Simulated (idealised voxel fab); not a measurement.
Process module, titled voxel ribs on slabs
Square cells of 5 nm make up the cross-section cut, whose width is 180 nm.
In this document a cross-section is written as a grid of square cells. It is given as a series of bands, listed from the top down, and a band is one or more rows of cells. Look at the band entry: it leads with the top's height and the bottom's height in nm. Then it lists the materials left to right, with a width in nm for each. The word "edge to edge" on a single material says that material fills the band edge to edge. The word "air" is empty space. It should be noted that heights are counted from 0, beneath which the wafer as supplied is of one material throughout, and that the lowest band possesses no lower boundary but continues downward, as written in "top 0, no bottom". With a width like "30 to 40", each row of cells in the band differs from the next by the same amount, the top row carrying the first number and the bottom row the second. Key: "no alterations made" - step with no changed cell in the cross-section. The entry titled "Voids, fully enclosed" provides the empty spaces that have no open way to the top, restricted to those of 8 cells or more. Each is presented as width x height at distance, the distance being measured from the left edge, with all three in nm. What comes after the settings on a step's line is commentary from the simulator itself on that step. overlay nm: mask right of planned place by this much (step with mask). Neg. = left.

# Steps planned for the process
step 1: RECEIVE: material Si
step 2: DIRECTIONAL_DEP: material SiO2, thk nm 20
step 3: DIRECTIONAL_DEP: material SiN, thk nm 15
step 4: DIRECTIONAL_DEP: material aC, thk nm 15
step 5: PATTERN: tone cover, mask id RIB, material resist, width nm 20, thk nm 35, overlay nm 0
step 6: DIRECTIONAL_ETCH: etch materials aC, depth nm 15
step 7: STRIP: etch materials resist
step 8: DIRECTIONAL_ETCH: etch materials SiN, depth nm 5
step 9: STRIP: etch materials aC
step 10: DIRECTIONAL_DEP: material aC, thk nm 10
step 11: PATTERN: tone cover, mask id SLAB, material resist, width nm 50, thk nm 30, overlay nm 0
step 12: DIRECTIONAL_ETCH: etch materials aC, depth nm 10
step 13: STRIP: etch materials resist
step 14: DIRECTIONAL_ETCH: etch materials SiN, depth nm 10
step 15: STRIP: etch materials aC
step 16: FILL_DEP: material SiO2, thk nm 20
step 17: CMP: height nm 50
step 18: DIRECTIONAL_DEP: material TiN, thk nm 10
step 19: DIRECTIONAL_DEP: material aC, thk nm 15
step 20: PATTERN: tone cover, mask id HEATER, material resist, width nm 30, thk nm 35, overlay nm 0
step 21: DIRECTIONAL_ETCH: etch materials aC, depth nm 15
step 22: STRIP: etch materials resist
step 23: DIRECTIONAL_ETCH: etch materials TiN, depth nm 10
step 24: STRIP: etch materials aC
step 25: CONFORMAL_DEP: material SiO2, thk nm 10
The wafers are alike at the start. At step 11, their width nm differs. The plan lists the first wafer's value.

# After step 1, as received: first of several wafers, cross-section
* top 0, no bottom  Si edge to edge
* Voids, fully enclosed: none

# First wafer of several, cross-section, module end, after step 25 (last)
* top 70, bottom 60  65 of air  50 of SiO2  65 of air
* top 60, bottom 50  75 of SiO2  30 of TiN  75 of SiO2
* top 50, bottom 35  SiO2 edge to edge
* top 35, bottom 30  80 of SiO2  20 of SiN  80 of SiO2
* top 30, bottom 20  65 of SiO2  50 of SiN  65 of SiO2
* top 20, bottom 0  SiO2 edge to edge
* top 0, no bottom  Si edge to edge
* Voids, fully enclosed: none

# The module's end: a cross-section of the last wafer
* top 70, bottom 60  65 of air  50 of SiO2  65 of air
* top 60, bottom 50  75 of SiO2  30 of TiN  75 of SiO2
* top 50, bottom 35  SiO2 edge to edge
* top 35, bottom 30  80 of SiO2  20 of SiN  80 of SiO2
* top 30, bottom 20  55 of SiO2  75 of SiN  50 of SiO2
* top 20, bottom 0  SiO2 edge to edge
* top 0, no bottom  Si edge to edge
* Voids, fully enclosed: none

# Each row below is a wafer at the end of the module, listing for every material the number of cells it has gained (+) or lost (-) since it was received, followed by its closed voids
width nm 50 | +24 SiN | +416 SiO2 | +12 TiN | Voids, fully enclosed: none
width nm 55 | +26 SiN | +414 SiO2 | +12 TiN | Voids, fully enclosed: none
width nm 60 | +28 SiN | +412 SiO2 | +12 TiN | Voids, fully enclosed: none
width nm 65 | +30 SiN | +410 SiO2 | +12 TiN | Voids, fully enclosed: none
width nm 70 | +32 SiN | +408 SiO2 | +12 TiN | Voids, fully enclosed: none
width nm 75 | +34 SiN | +406 SiO2 | +12 TiN | Voids, fully enclosed: none
